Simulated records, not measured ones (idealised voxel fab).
The following process module bears the name voxel self aligned vias.
The cross-section shown here is cut; it is 225 nm wide and divided into square cells measuring 5 nm on a side.
Square cells in a grid make up a cross-section in this document, and the grid is given as bands, listed from the top down, each one or more rows of cells.
Read a band's entry like this: the first values are the height of its top and the height of its bottom in nm, and what follows is the sequence of materials from left to right, each with its width in nm. Note that "blank" is empty space, and that a single material marked "full width" reaches across the band from edge to edge.
Heights are expressed relative to 0, this being the level below which the as-received wafer comprises one material exclusively. The lowest band is unbounded in the downward direction and is denoted as in "0 down".
Width "30->40": first value at the band's top row of cells, second value at its bottom row, equal change from row to row.
For the purposes of this document, the phrase "everything unchanged" attached to a step denotes that no cell within the cross-section was modified by that step.
"Enclosed cavities": sealed empty spaces, 8 cells or more, no open way to top, listed width x height at distance, with distance from the left edge and width, height and distance in nm.
If you see something after the settings on a step's line, that's the simulator's own remark about that step.
When a step includes a mask, the "overlay nm" setting on its line states how far to the right of its planned place that mask lay, and negative values state how far to the left.
### The process steps that were planned are listed below
1. RECEIVE [material Si]
2. CONFORMAL_DEP [material SiO2] [thk nm 10]
3. CONFORMAL_DEP [material SiCN] [thk nm 5]
4. DIRECTIONAL_DEP [material lowk] [thk nm 20]
5. PATTERN [tone open] [mask id LINES] [material resist] [width nm 20] [pitch nm 60] [thk nm 15] [overlay nm 0]
6. DIRECTIONAL_ETCH [etch materials lowk] [depth nm 20]
7. STRIP [etch materials resist]
8. CONFORMAL_DEP [material TiN] [thk nm 5]
9. FILL_DEP [material W] [thk nm 5]
10. CMP [height nm 35]
11. SELECTIVE_ETCH [etch materials W Ru TiN] [depth nm 5]
12. FILL_DEP [material SiN] [thk nm 10]
13. CMP [height nm 35]
14. DIRECTIONAL_DEP [material lowk] [thk nm 15]
15. DIRECTIONAL_DEP [material aC] [thk nm 15]
16. PATTERN [tone open] [mask id VIAS] [material resist] [width nm 40] [pitch nm 60] [thk nm 30] [overlay nm 0]
17. DIRECTIONAL_ETCH [etch materials aC] [depth nm 15]
18. STRIP [etch materials resist]
19. DIRECTIONAL_ETCH [etch materials lowk] [depth nm 15]
20. DIRECTIONAL_ETCH [etch materials SiN] [depth nm 5]
21. STRIP [etch materials aC]
22. CONFORMAL_DEP [material TiN] [thk nm 5]
23. FILL_DEP [material Cu] [thk nm 5]
24. CMP [height nm 50]
25. CONFORMAL_DEP [material SiN] [thk nm 5]
### The first wafer of two, processed as planned
### Delivered wafer in cross-section: state after step 1
  0 down | Si full width
  Enclosed cavities: none
### after step 2
  10 to 0 | SiO2 full width
  Anything lower than 0 is untouched.
### after step 3
  15 to 10 | SiCN full width
  Anything lower than 10 is untouched.
### after step 4
  35 to 15 | lowk full width
  Anything lower than 15 is untouched.
### after step 5
  50 to 35 | resist: 70  blank: 20  resist: 40  blank: 20  resist: 75
  Anything lower than 35 is untouched.
### after step 6
  50 to 35 | resist: 70  blank: 20  resist: 40  blank: 20  resist: 75
  35 to 15 | lowk: 70  blank: 20  lowk: 40  blank: 20  lowk: 75
  Anything lower than 15 is untouched.
### after step 7
  35 to 15 | lowk: 70  blank: 20  lowk: 40  blank: 20  lowk: 75
  Anything lower than 15 is untouched.
### after step 8
  40 to 35 | TiN: 75  blank: 10  TiN: 50  blank: 10  TiN: 80
  35 to 20 | lowk: 70  TiN: 5  blank: 10  TiN: 5  lowk: 40  TiN: 5  blank: 10  TiN: 5  lowk: 75
  20 to 15 | lowk: 70  TiN: 20  lowk: 40  TiN: 20  lowk: 75
  Anything lower than 15 is untouched.
### after step 9
  45 to 40 | W full width
  40 to 35 | TiN: 75  W: 10  TiN: 50  W: 10  TiN: 80
  35 to 20 | lowk: 70  TiN: 5  W: 10  TiN: 5  lowk: 40  TiN: 5  W: 10  TiN: 5  lowk: 75
  Anything lower than 20 is untouched.
### after step 10
  35 to 20 | lowk: 70  TiN: 5  W: 10  TiN: 5  lowk: 40  TiN: 5  W: 10  TiN: 5  lowk: 75
  Anything lower than 20 is untouched.
### after step 11
  35 to 30 | lowk: 70  blank: 20  lowk: 40  blank: 20  lowk: 75
  Anything lower than 30 is untouched.
### after step 12
  45 to 35 | SiN full width
  35 to 30 | lowk: 70  SiN: 20  lowk: 40  SiN: 20  lowk: 75
  Anything lower than 30 is untouched.
### after step 13
  35 to 30 | lowk: 70  SiN: 20  lowk: 40  SiN: 20  lowk: 75
  Anything lower than 30 is untouched.
### after step 14
  50 to 35 | lowk full width
  Anything lower than 35 is untouched.
### after step 15
  65 to 50 | aC full width
  Anything lower than 50 is untouched.
### after step 16
  95 to 65 | resist: 60  blank: 40  resist: 20  blank: 40  resist: 65
  Anything lower than 65 is untouched.
### after step 17
  80 to 65 | resist: 60  blank: 40  resist: 20  blank: 40  resist: 65
  65 to 50 | aC: 60  blank: 40  aC: 20  blank: 40  aC: 65
  Anything lower than 50 is untouched.
### after step 18
  65 to 50 | aC: 60  blank: 40  aC: 20  blank: 40  aC: 65
  Anything lower than 50 is untouched.
### after step 19
  65 to 50 | aC: 60  blank: 40  aC: 20  blank: 40  aC: 65
  50 to 35 | lowk: 60  blank: 40  lowk: 20  blank: 40  lowk: 65
  Anything lower than 35 is untouched.
### after step 20
  65 to 50 | aC: 60  blank: 40  aC: 20  blank: 40  aC: 65
  50 to 35 | lowk: 60  blank: 40  lowk: 20  blank: 40  lowk: 65
  35 to 30 | lowk: 70  blank: 20  lowk: 40  blank: 20  lowk: 75
  Anything lower than 30 is untouched.
### after step 21
  50 to 35 | lowk: 60  blank: 40  lowk: 20  blank: 40  lowk: 65
  Anything lower than 35 is untouched.
### after step 22
  55 to 50 | TiN: 65  blank: 30  TiN: 30  blank: 30  TiN: 70
  50 to 40 | lowk: 60  TiN: 5  blank: 30  TiN: 5  lowk: 20  TiN: 5  blank: 30  TiN: 5  lowk: 65
  40 to 35 | lowk: 60  TiN: 15  blank: 10  TiN: 15  lowk: 20  TiN: 15  blank: 10  TiN: 15  lowk: 65
  35 to 30 | lowk: 70  TiN: 20  lowk: 40  TiN: 20  lowk: 75
  Anything lower than 30 is untouched.
### after step 23
  60 to 55 | Cu full width
  55 to 50 | TiN: 65  Cu: 30  TiN: 30  Cu: 30  TiN: 70
  50 to 40 | lowk: 60  TiN: 5  Cu: 30  TiN: 5  lowk: 20  TiN: 5  Cu: 30  TiN: 5  lowk: 65
  40 to 35 | lowk: 60  TiN: 15  Cu: 10  TiN: 15  lowk: 20  TiN: 15  Cu: 10  TiN: 15  lowk: 65
  Anything lower than 35 is untouched.
### after step 24
  50 to 40 | lowk: 60  TiN: 5  Cu: 30  TiN: 5  lowk: 20  TiN: 5  Cu: 30  TiN: 5  lowk: 65
  Anything lower than 40 is untouched.
### after step 25
  55 to 50 | SiN full width
  Anything lower than 50 is untouched.
### The remaining wafer, second of the two, started like the first and was run to the same plan, except that one mistake was made along the way; the two coincide through step 2, inclusive
Second wafer, sectioned view, at step 3's planned end time: everything unchanged
### Second wafer, sectioned view, at step 4's planned end time
  30 to 10 | lowk full width
  Anything lower than 10 is untouched.
### Second wafer, sectioned view, at step 5's planned end time
  45 to 30 | resist: 70  blank: 20  resist: 40  blank: 20  resist: 75
  Anything lower than 30 is untouched.
### Second wafer, sectioned view, at step 6's planned end time
  45 to 30 | resist: 70  blank: 20  resist: 40  blank: 20  resist: 75
  30 to 10 | lowk: 70  blank: 20  lowk: 40  blank: 20  lowk: 75
  Anything lower than 10 is untouched.
### Second wafer, sectioned view, at step 7's planned end time
  30 to 10 | lowk: 70  blank: 20  lowk: 40  blank: 20  lowk: 75
  Anything lower than 10 is untouched.
### Second wafer, sectioned view, at step 8's planned end time
  35 to 30 | TiN: 75  blank: 10  TiN: 50  blank: 10  TiN: 80
  30 to 15 | lowk: 70  TiN: 5  blank: 10  TiN: 5  lowk: 40  TiN: 5  blank: 10  TiN: 5  lowk: 75
  15 to 10 | lowk: 70  TiN: 20  lowk: 40  TiN: 20  lowk: 75
  Anything lower than 10 is untouched.
### Second wafer, sectioned view, at step 9's planned end time
  40 to 35 | W full width
  35 to 30 | TiN: 75  W: 10  TiN: 50  W: 10  TiN: 80
  30 to 15 | lowk: 70  TiN: 5  W: 10  TiN: 5  lowk: 40  TiN: 5  W: 10  TiN: 5  lowk: 75
  Anything lower than 15 is untouched.
### Second wafer, sectioned view, at step 10's planned end time
  35 to 30 | TiN: 75  W: 10  TiN: 50  W: 10  TiN: 80
  Anything lower than 30 is untouched.
### Second wafer, sectioned view, at step 11's planned end time
  30 to 15 | lowk: 70  TiN: 5  W: 10  TiN: 5  lowk: 40  TiN: 5  W: 10  TiN: 5  lowk: 75
  Anything lower than 15 is untouched.
### Second wafer, sectioned view, at step 12's planned end time
  40 to 30 | SiN full width
  Anything lower than 30 is untouched.
### Second wafer, sectioned view, at step 13's planned end time
  35 to 30 | SiN full width
  Anything lower than 30 is untouched.
### Second wafer, sectioned view, at step 14's planned end time
  50 to 35 | lowk full width
  Anything lower than 35 is untouched.
### Second wafer, sectioned view, at step 15's planned end time
  65 to 50 | aC full width
  Anything lower than 50 is untouched.
### Second wafer, sectioned view, at step 16's planned end time
  95 to 65 | resist: 60  blank: 40  resist: 20  blank: 40  resist: 65
  Anything lower than 65 is untouched.
### Second wafer, sectioned view, at step 17's planned end time
  80 to 65 | resist: 60  blank: 40  resist: 20  blank: 40  resist: 65
  65 to 50 | aC: 60  blank: 40  aC: 20  blank: 40  aC: 65
  Anything lower than 50 is untouched.
### Second wafer, sectioned view, at step 18's planned end time
  65 to 50 | aC: 60  blank: 40  aC: 20  blank: 40  aC: 65
  Anything lower than 50 is untouched.
### Second wafer, sectioned view, at step 19's planned end time
  65 to 50 | aC: 60  blank: 40  aC: 20  blank: 40  aC: 65
  50 to 35 | lowk: 60  blank: 40  lowk: 20  blank: 40  lowk: 65
  Anything lower than 35 is untouched.
### Second wafer, sectioned view, at step 20's planned end time
  65 to 50 | aC: 60  blank: 40  aC: 20  blank: 40  aC: 65
  50 to 35 | lowk: 60  blank: 40  lowk: 20  blank: 40  lowk: 65
  35 to 30 | SiN: 60  blank: 40  SiN: 20  blank: 40  SiN: 65
  Anything lower than 30 is untouched.
### Second wafer, sectioned view, at step 21's planned end time
  50 to 35 | lowk: 60  blank: 40  lowk: 20  blank: 40  lowk: 65
  Anything lower than 35 is untouched.
### Second wafer, sectioned view, at step 22's planned end time
  55 to 50 | TiN: 65  blank: 30  TiN: 30  blank: 30  TiN: 70
  50 to 35 | lowk: 60  TiN: 5  blank: 30  TiN: 5  lowk: 20  TiN: 5  blank: 30  TiN: 5  lowk: 65
  35 to 30 | SiN: 60  TiN: 40  SiN: 20  TiN: 40  SiN: 65
  Anything lower than 30 is untouched.
### Second wafer, sectioned view, at step 23's planned end time
  60 to 55 | Cu full width
  55 to 50 | TiN: 65  Cu: 30  TiN: 30  Cu: 30  TiN: 70
  50 to 35 | lowk: 60  TiN: 5  Cu: 30  TiN: 5  lowk: 20  TiN: 5  Cu: 30  TiN: 5  lowk: 65
  Anything lower than 35 is untouched.
### Second wafer, sectioned view, at step 24's planned end time
  50 to 35 | lowk: 60  TiN: 5  Cu: 30  TiN: 5  lowk: 20  TiN: 5  Cu: 30  TiN: 5  lowk: 65
  Anything lower than 35 is untouched.
### Second wafer, sectioned view, at step 25's planned end time
  55 to 50 | SiN full width
  Anything lower than 50 is untouched.
Misprocessing identified: it should be noted that step 3 of the plan was omitted and was not performed
Wafer comparison, final, in cells, second relative to first, materials more or fewer: 8 more of Cu; 45 fewer of SiCN; 29 more of SiN; 4 more of TiN; 4 more of W
